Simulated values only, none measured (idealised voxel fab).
Process module name: voxel transistor to metal
The cross-section shown here is cut; it is 205 nm wide and divided into square cells measuring 5 nm on a side.
Reading order for cross-sections: top band down to bottom band. Underlying form: a grid of square cells. Band size: one or more rows of cells. This entry defines a band. It first specifies the height of the band's top and the height of its bottom in nm, and then specifies the band's materials from left to right, stating each material with its width in nm. The word "edge to edge" identifies a single material that fills the band from edge to edge, while the word "blank" identifies empty space. We count height from 0. Below that, the starting wafer is all one material. The lowest band never ends at the bottom but goes on down; see "0 -> down" for how that is written. Width "30->40": first value at the band's top row of cells, second value at its bottom row, equal change from row to row. The designation "remained unchanged", where it is given for a processing step, indicates that no cell of the cross-section was altered in the course of that step. Enclosed voids (no open way to top), threshold 8 cells or more, entry "Sealed internal voids", notation width x height at distance, distance from left edge, nm. Whatever follows a step's settings on its line is a remark the simulator itself makes about that step. The line of a step may include "overlay nm". On a step with a mask, this value is how far to the right of its planned place the mask lay. A negative value means the mask lay to the left.

[Process steps foreseen in the plan]
1) op RECEIVE | material Si
2) op CONFORMAL_DEP | material SiO2 | thk nm 5
3) op CONFORMAL_DEP | material SiN | thk nm 15
4) op MASKED_ETCH | tone cover | mask id ACTIVE | width nm 90 | etch materials SiN | depth nm 15 | overlay nm 0
5) op MASKED_ETCH | tone cover | mask id ACTIVE | width nm 90 | etch materials SiO2 | depth nm 5 | overlay nm 0
6) op MASKED_ETCH | tone cover | mask id ACTIVE | width nm 90 | etch materials Si | depth nm 35 | overlay nm 0
7) op OXIDIZE | depth nm 5
8) op FILL_DEP | material SiO2 | thk nm 5
9) op CMP | height nm 20
10) op SELECTIVE_ETCH | etch materials SiO2 | depth nm 5
11) op STRIP | etch materials SiN
12) op SELECTIVE_ETCH | etch materials SiO2 | depth nm 5
13) op OXIDIZE | depth nm 5
14) op DIRECTIONAL_DEP | material polySi | thk nm 20
15) op DIRECTIONAL_DEP | material SiCN | thk nm 10
16) op DIRECTIONAL_DEP | material aC | thk nm 10
17) op PATTERN | tone cover | mask id GATE | material resist | width nm 20 | thk nm 30 | overlay nm 0
18) op DIRECTIONAL_ETCH | etch materials aC | depth nm 10
19) op STRIP | etch materials resist
20) op DIRECTIONAL_ETCH | etch materials SiCN | depth nm 20
21) op DIRECTIONAL_ETCH | etch materials polySi | depth nm 30
22) op STRIP | etch materials aC
23) op CONFORMAL_DEP | material SiN | thk nm 10
24) op DIRECTIONAL_ETCH | etch materials SiN | depth nm 10
25) op DIRECTIONAL_ETCH | etch materials SiO2 | depth nm 5
26) op DIRECTIONAL_ETCH | etch materials Si | depth nm 5
27) op EPI | material pSi | thk nm 10
28) op FILL_DEP | material SiO2 | thk nm 5
29) op CMP | height nm 30
30) op DIRECTIONAL_DEP | material SiO2 | thk nm 15
31) op MASKED_ETCH | tone open | mask id CONTACT | width nm 15 | pitch nm 65 | etch materials SiO2 | depth nm 45 | overlay nm 0
32) op CONFORMAL_DEP | material TiN | thk nm 5
33) op FILL_DEP | material W | thk nm 10
34) op CMP | height nm 45
35) op CONFORMAL_DEP | material SiCN | thk nm 5
36) op DIRECTIONAL_DEP | material lowk | thk nm 15
37) op MASKED_ETCH | tone open | mask id METAL_1 | width nm 15 | pitch nm 65 | etch materials lowk | depth nm 15 | overlay nm 0
38) op MASKED_ETCH | tone open | mask id METAL_1 | width nm 15 | pitch nm 65 | etch materials SiCN | depth nm 5 | overlay nm 0
39) op CONFORMAL_DEP | material TiN | thk nm 5
40) op FILL_DEP | material Ru | thk nm 10
41) op CMP | height nm 65
42) op CONFORMAL_DEP | material SiN | thk nm 5

[First of two wafers, with the run carried out as planned]

[So this is the incoming wafer in cross-section - it's already been through step 1]
    0 -> down: Si edge to edge
    Sealed internal voids: none

[Once step 2 is through, the wafer looks like this in cross-section]
    5 -> 0: SiO2 edge to edge
    Below 0, the layers are the same as they were.

[Once step 3 is through, the wafer looks like this in cross-section]
    20 -> 5: SiN edge to edge
    Below 5, the layers are the same as they were.

[Once step 4 is through, the wafer looks like this in cross-section]
    20 -> 5: blank 55  SiN 90  blank 60
    Below 5, the layers are the same as they were.

[Once step 5 is through, the wafer looks like this in cross-section]
    20 -> 5: blank 55  SiN 90  blank 60
    5 -> 0: blank 55  SiO2 90  blank 60
    Below 0, the layers are the same as they were.

[Once step 6 is through, the wafer looks like this in cross-section]
    20 -> 5: blank 55  SiN 90  blank 60
    5 -> 0: blank 55  SiO2 90  blank 60
    0 -> -35: blank 55  Si 90  blank 60
    Below -35, the layers are the same as they were.

[Once step 7 is through, the wafer looks like this in cross-section]
    20 -> 5: blank 55  SiN 90  blank 60
    5 -> 0: blank 55  SiO2 90  blank 60
    0 -> -35: blank 55  SiO2 5  Si 80  SiO2 5  blank 60
    -35 -> -40: SiO2 60  Si 80  SiO2 65
    Below -40, the layers are the same as they were.

[Once step 8 is through, the wafer looks like this in cross-section]
    25 -> 20: SiO2 edge to edge
    20 -> 5: SiO2 55  SiN 90  SiO2 60
    5 -> 0: SiO2 edge to edge
    0 -> -40: SiO2 60  Si 80  SiO2 65
    Below -40, the layers are the same as they were.

[Once step 9 is through, the wafer looks like this in cross-section]
    20 -> 5: SiO2 55  SiN 90  SiO2 60
    Below 5, the layers are the same as they were.

[Once step 10 is through, the wafer looks like this in cross-section]
    20 -> 15: blank 55  SiN 90  blank 60
    Below 15, the layers are the same as they were.

[Once step 11 is through, the wafer looks like this in cross-section]
    15 -> 5: SiO2 55  blank 90  SiO2 60
    Below 5, the layers are the same as they were.

[Once step 12 is through, the wafer looks like this in cross-section]
    10 -> 0: SiO2 50  blank 100  SiO2 55
    Below 0, the layers are the same as they were.

[Once step 13 is through, the wafer looks like this in cross-section]
    10 -> 0: SiO2 50  blank 100  SiO2 55
    0 -> -5: SiO2 edge to edge
    Below -5, the layers are the same as they were.

[Once step 14 is through, the wafer looks like this in cross-section]
    30 -> 20: polySi 50  blank 100  polySi 55
    20 -> 10: polySi edge to edge
    10 -> 0: SiO2 50  polySi 100  SiO2 55
    Below 0, the layers are the same as they were.

[Once step 15 is through, the wafer looks like this in cross-section]
    40 -> 30: SiCN 50  blank 100  SiCN 55
    30 -> 20: polySi 50  SiCN 100  polySi 55
    Below 20, the layers are the same as they were.

[Once step 16 is through, the wafer looks like this in cross-section]
    50 -> 40: aC 50  blank 100  aC 55
    40 -> 30: SiCN 50  aC 100  SiCN 55
    Below 30, the layers are the same as they were.

[Once step 17 is through, the wafer looks like this in cross-section]
    80 -> 50: blank 90  resist 20  blank 95
    50 -> 40: aC 50  blank 40  resist 20  blank 40  aC 55
    Below 40, the layers are the same as they were.

[Once step 18 is through, the wafer looks like this in cross-section]
    70 -> 40: blank 90  resist 20  blank 95
    40 -> 30: SiCN 50  blank 40  aC 20  blank 40  SiCN 55
    Below 30, the layers are the same as they were.

[Once step 19 is through, the wafer looks like this in cross-section]
    40 -> 30: SiCN 50  blank 40  aC 20  blank 40  SiCN 55
    Below 30, the layers are the same as they were.

[Once step 20 is through, the wafer looks like this in cross-section]
    40 -> 30: blank 90  aC 20  blank 95
    30 -> 20: polySi 50  blank 40  SiCN 20  blank 40  polySi 55
    Below 20, the layers are the same as they were.

[Once step 21 is through, the wafer looks like this in cross-section]
    40 -> 30: blank 90  aC 20  blank 95
    30 -> 20: blank 90  SiCN 20  blank 95
    20 -> 10: blank 90  polySi 20  blank 95
    10 -> 0: SiO2 50  blank 40  polySi 20  blank 40  SiO2 55
    Below 0, the layers are the same as they were.

[Once step 22 is through, the wafer looks like this in cross-section]
    30 -> 20: blank 90  SiCN 20  blank 95
    Below 20, the layers are the same as they were.

[Once step 23 is through, the wafer looks like this in cross-section]
    40 -> 30: blank 80  SiN 40  blank 85
    30 -> 20: blank 80  SiN 10  SiCN 20  SiN 10  blank 85
    20 -> 10: SiN 60  blank 20  SiN 10  polySi 20  SiN 10  blank 20  SiN 65
    10 -> 0: SiO2 50  SiN 40  polySi 20  SiN 40  SiO2 55
    Below 0, the layers are the same as they were.

[Once step 24 is through, the wafer looks like this in cross-section]
    30 -> 20: blank 80  SiN 10  SiCN 20  SiN 10  blank 85
    20 -> 10: blank 80  SiN 10  polySi 20  SiN 10  blank 85
    10 -> 0: SiO2 50  SiN 10  blank 20  SiN 10  polySi 20  SiN 10  blank 20  SiN 10  SiO2 55
    Below 0, the layers are the same as they were.

[Once step 25 is through, the wafer looks like this in cross-section]
    30 -> 20: blank 80  SiN 10  SiCN 20  SiN 10  blank 85
    20 -> 10: blank 80  SiN 10  polySi 20  SiN 10  blank 85
    10 -> 5: blank 50  SiN 10  blank 20  SiN 10  polySi 20  SiN 10  blank 20  SiN 10  blank 55
    5 -> 0: SiO2 50  SiN 10  blank 20  SiN 10  polySi 20  SiN 10  blank 20  SiN 10  SiO2 55
    0 -> -5: SiO2 60  blank 20  SiO2 40  blank 20  SiO2 65
    Below -5, the layers are the same as they were.

[Once step 26 is through, the wafer looks like this in cross-section]
    30 -> 20: blank 80  SiN 10  SiCN 20  SiN 10  blank 85
    20 -> 10: blank 80  SiN 10  polySi 20  SiN 10  blank 85
    10 -> 5: blank 50  SiN 10  blank 20  SiN 10  polySi 20  SiN 10  blank 20  SiN 10  blank 55
    5 -> 0: SiO2 50  SiN 10  blank 20  SiN 10  polySi 20  SiN 10  blank 20  SiN 10  SiO2 55
    0 -> -5: SiO2 60  blank 20  SiO2 40  blank 20  SiO2 65
    -5 -> -10: SiO2 60  blank 20  Si 40  blank 20  SiO2 65
    Below -10, the layers are the same as they were.

[Once step 27 is through, the wafer looks like this in cross-section]
    30 -> 20: blank 80  SiN 10  SiCN 20  SiN 10  blank 85
    20 -> 10: blank 80  SiN 10  polySi 20  SiN 10  blank 85
    10 -> 5: blank 50  SiN 10  blank 20  SiN 10  polySi 20  SiN 10  blank 20  SiN 10  blank 55
    5 -> 0: SiO2 50  SiN 10  blank 10  pSi 10  SiN 10  polySi 20  SiN 10  pSi 10  blank 10  SiN 10  SiO2 55
    0 -> -5: SiO2 60  pSi 20  SiO2 40  pSi 20  SiO2 65
    -5 -> -10: SiO2 60  pSi 20  Si 40  pSi 20  SiO2 65
    Below -10, the layers are the same as they were.

[Once step 28 is through, the wafer looks like this in cross-section]
    35 -> 30: SiO2 edge to edge
    30 -> 20: SiO2 80  SiN 10  SiCN 20  SiN 10  SiO2 85
    20 -> 10: SiO2 80  SiN 10  polySi 20  SiN 10  SiO2 85
    10 -> 5: SiO2 50  SiN 10  SiO2 20  SiN 10  polySi 20  SiN 10  SiO2 20  SiN 10  SiO2 55
    5 -> 0: SiO2 50  SiN 10  SiO2 10  pSi 10  SiN 10  polySi 20  SiN 10  pSi 10  SiO2 10  SiN 10  SiO2 55
    Below 0, the layers are the same as they were.

[Once step 29 is through, the wafer looks like this in cross-section]
    30 -> 20: SiO2 80  SiN 10  SiCN 20  SiN 10  SiO2 85
    Below 20, the layers are the same as they were.

[Once step 30 is through, the wafer looks like this in cross-section]
    45 -> 30: SiO2 edge to edge
    Below 30, the layers are the same as they were.

[Once step 31 is through, the wafer looks like this in cross-section]
    45 -> 30: SiO2 60  blank 15  SiO2 50  blank 15  SiO2 65
    30 -> 20: SiO2 60  blank 15  SiO2 5  SiN 10  SiCN 20  SiN 10  SiO2 5  blank 15  SiO2 65
    20 -> 10: SiO2 60  blank 15  SiO2 5  SiN 10  polySi 20  SiN 10  SiO2 5  blank 15  SiO2 65
    10 -> 5: SiO2 50  SiN 10  blank 15  SiO2 5  SiN 10  polySi 20  SiN 10  SiO2 5  blank 15  SiN 10  SiO2 55
    5 -> 0: SiO2 50  SiN 10  blank 10  pSi 10  SiN 10  polySi 20  SiN 10  pSi 10  blank 10  SiN 10  SiO2 55
    Below 0, the layers are the same as they were.

[Once step 32 is through, the wafer looks like this in cross-section]
    50 -> 45: TiN 65  blank 5  TiN 60  blank 5  TiN 70
    45 -> 30: SiO2 60  TiN 5  blank 5  TiN 5  SiO2 50  TiN 5  blank 5  TiN 5  SiO2 65
    30 -> 20: SiO2 60  TiN 5  blank 5  TiN 5  SiO2 5  SiN 10  SiCN 20  SiN 10  SiO2 5  TiN 5  blank 5  TiN 5  SiO2 65
    20 -> 10: SiO2 60  TiN 5  blank 5  TiN 5  SiO2 5  SiN 10  polySi 20  SiN 10  SiO2 5  TiN 5  blank 5  TiN 5  SiO2 65
    10 -> 5: SiO2 50  SiN 10  TiN 15  SiO2 5  SiN 10  polySi 20  SiN 10  SiO2 5  TiN 15  SiN 10  SiO2 55
    5 -> 0: SiO2 50  SiN 10  TiN 10  pSi 10  SiN 10  polySi 20  SiN 10  pSi 10  TiN 10  SiN 10  SiO2 55
    Below 0, the layers are the same as they were.

[Once step 33 is through, the wafer looks like this in cross-section]
    60 -> 50: W edge to edge
    50 -> 45: TiN 65  W 5  TiN 60  W 5  TiN 70
    45 -> 30: SiO2 60  TiN 5  W 5  TiN 5  SiO2 50  TiN 5  W 5  TiN 5  SiO2 65
    30 -> 20: SiO2 60  TiN 5  W 5  TiN 5  SiO2 5  SiN 10  SiCN 20  SiN 10  SiO2 5  TiN 5  W 5  TiN 5  SiO2 65
    20 -> 10: SiO2 60  TiN 5  W 5  TiN 5  SiO2 5  SiN 10  polySi 20  SiN 10  SiO2 5  TiN 5  W 5  TiN 5  SiO2 65
    Below 10, the layers are the same as they were.

[Once step 34 is through, the wafer looks like this in cross-section]
    45 -> 30: SiO2 60  TiN 5  W 5  TiN 5  SiO2 50  TiN 5  W 5  TiN 5  SiO2 65
    Below 30, the layers are the same as they were.

[Once step 35 is through, the wafer looks like this in cross-section]
    50 -> 45: SiCN edge to edge
    Below 45, the layers are the same as they were.

[Once step 36 is through, the wafer looks like this in cross-section]
    65 -> 50: lowk edge to edge
    Below 50, the layers are the same as they were.

[Once step 37 is through, the wafer looks like this in cross-section]
    65 -> 50: lowk 60  blank 15  lowk 50  blank 15  lowk 65
    Below 50, the layers are the same as they were.

[Once step 38 is through, the wafer looks like this in cross-section]
    65 -> 50: lowk 60  blank 15  lowk 50  blank 15  lowk 65
    50 -> 45: SiCN 60  blank 15  SiCN 50  blank 15  SiCN 65
    Below 45, the layers are the same as they were.

[Once step 39 is through, the wafer looks like this in cross-section]
    70 -> 65: TiN 65  blank 5  TiN 60  blank 5  TiN 70
    65 -> 50: lowk 60  TiN 5  blank 5  TiN 5  lowk 50  TiN 5  blank 5  TiN 5  lowk 65
    50 -> 45: SiCN 60  TiN 15  SiCN 50  TiN 15  SiCN 65
    Below 45, the layers are the same as they were.

[Once step 40 is through, the wafer looks like this in cross-section]
    80 -> 70: Ru edge to edge
    70 -> 65: TiN 65  Ru 5  TiN 60  Ru 5  TiN 70
    65 -> 50: lowk 60  TiN 5  Ru 5  TiN 5  lowk 50  TiN 5  Ru 5  TiN 5  lowk 65
    Below 50, the layers are the same as they were.

[Once step 41 is through, the wafer looks like this in cross-section]
    65 -> 50: lowk 60  TiN 5  Ru 5  TiN 5  lowk 50  TiN 5  Ru 5  TiN 5  lowk 65
    Below 50, the layers are the same as they were.

[Once step 42 is through, the wafer looks like this in cross-section]
    70 -> 65: SiN edge to edge
    Below 65, the layers are the same as they were.

[Here the second wafer is described. Its start and its plan were those of the first wafer. Its run contained one mistake. Up to and including step 29, it did exactly what the first wafer did]

[Cross-section of the second wafer corresponding to the planned conclusion of step 30]
    60 -> 30: SiO2 edge to edge
    Below 30, the layers are the same as they were.

[Cross-section of the second wafer corresponding to the planned conclusion of step 31]
    60 -> 30: SiO2 60  blank 15  SiO2 50  blank 15  SiO2 65
    30 -> 20: SiO2 60  blank 15  SiO2 5  SiN 10  SiCN 20  SiN 10  SiO2 5  blank 15  SiO2 65
    20 -> 15: SiO2 60  blank 15  SiO2 5  SiN 10  polySi 20  SiN 10  SiO2 5  blank 15  SiO2 65
    Below 15, the layers are the same as they were.

[Cross-section of the second wafer corresponding to the planned conclusion of step 32]
    65 -> 60: TiN 65  blank 5  TiN 60  blank 5  TiN 70
    60 -> 30: SiO2 60  TiN 5  blank 5  TiN 5  SiO2 50  TiN 5  blank 5  TiN 5  SiO2 65
    30 -> 20: SiO2 60  TiN 5  blank 5  TiN 5  SiO2 5  SiN 10  SiCN 20  SiN 10  SiO2 5  TiN 5  blank 5  TiN 5  SiO2 65
    20 -> 15: SiO2 60  TiN 15  SiO2 5  SiN 10  polySi 20  SiN 10  SiO2 5  TiN 15  SiO2 65
    Below 15, the layers are the same as they were.

[Cross-section of the second wafer corresponding to the planned conclusion of step 33]
    75 -> 65: W edge to edge
    65 -> 60: TiN 65  W 5  TiN 60  W 5  TiN 70
    60 -> 30: SiO2 60  TiN 5  W 5  TiN 5  SiO2 50  TiN 5  W 5  TiN 5  SiO2 65
    30 -> 20: SiO2 60  TiN 5  W 5  TiN 5  SiO2 5  SiN 10  SiCN 20  SiN 10  SiO2 5  TiN 5  W 5  TiN 5  SiO2 65
    Below 20, the layers are the same as they were.

[Cross-section of the second wafer corresponding to the planned conclusion of step 34]
    45 -> 30: SiO2 60  TiN 5  W 5  TiN 5  SiO2 50  TiN 5  W 5  TiN 5  SiO2 65
    Below 30, the layers are the same as they were.

[Cross-section of the second wafer corresponding to the planned conclusion of step 35]
    50 -> 45: SiCN edge to edge
    Below 45, the layers are the same as they were.

[Cross-section of the second wafer corresponding to the planned conclusion of step 36]
    65 -> 50: lowk edge to edge
    Below 50, the layers are the same as they were.

[Cross-section of the second wafer corresponding to the planned conclusion of step 37]
    65 -> 50: lowk 60  blank 15  lowk 50  blank 15  lowk 65
    Below 50, the layers are the same as they were.

[Cross-section of the second wafer corresponding to the planned conclusion of step 38]
    65 -> 50: lowk 60  blank 15  lowk 50  blank 15  lowk 65
    50 -> 45: SiCN 60  blank 15  SiCN 50  blank 15  SiCN 65
    Below 45, the layers are the same as they were.

[Cross-section of the second wafer corresponding to the planned conclusion of step 39]
    70 -> 65: TiN 65  blank 5  TiN 60  blank 5  TiN 70
    65 -> 50: lowk 60  TiN 5  blank 5  TiN 5  lowk 50  TiN 5  blank 5  TiN 5  lowk 65
    50 -> 45: SiCN 60  TiN 15  SiCN 50  TiN 15  SiCN 65
    Below 45, the layers are the same as they were.

[Cross-section of the second wafer corresponding to the planned conclusion of step 40]
    80 -> 70: Ru edge to edge
    70 -> 65: TiN 65  Ru 5  TiN 60  Ru 5  TiN 70
    65 -> 50: lowk 60  TiN 5  Ru 5  TiN 5  lowk 50  TiN 5  Ru 5  TiN 5  lowk 65
    Below 50, the layers are the same as they were.

[Cross-section of the second wafer corresponding to the planned conclusion of step 41]
    65 -> 50: lowk 60  TiN 5  Ru 5  TiN 5  lowk 50  TiN 5  Ru 5  TiN 5  lowk 65
    Below 50, the layers are the same as they were.

[Cross-section of the second wafer corresponding to the planned conclusion of step 42]
    70 -> 65: SiN edge to edge
    Below 65, the layers are the same as they were.
Plan not followed: yeah, plan step 30 got run twice
Materials where the second wafer ends with more or fewer cells than the first: 16 more of SiO2, 12 fewer of TiN, 4 fewer of W
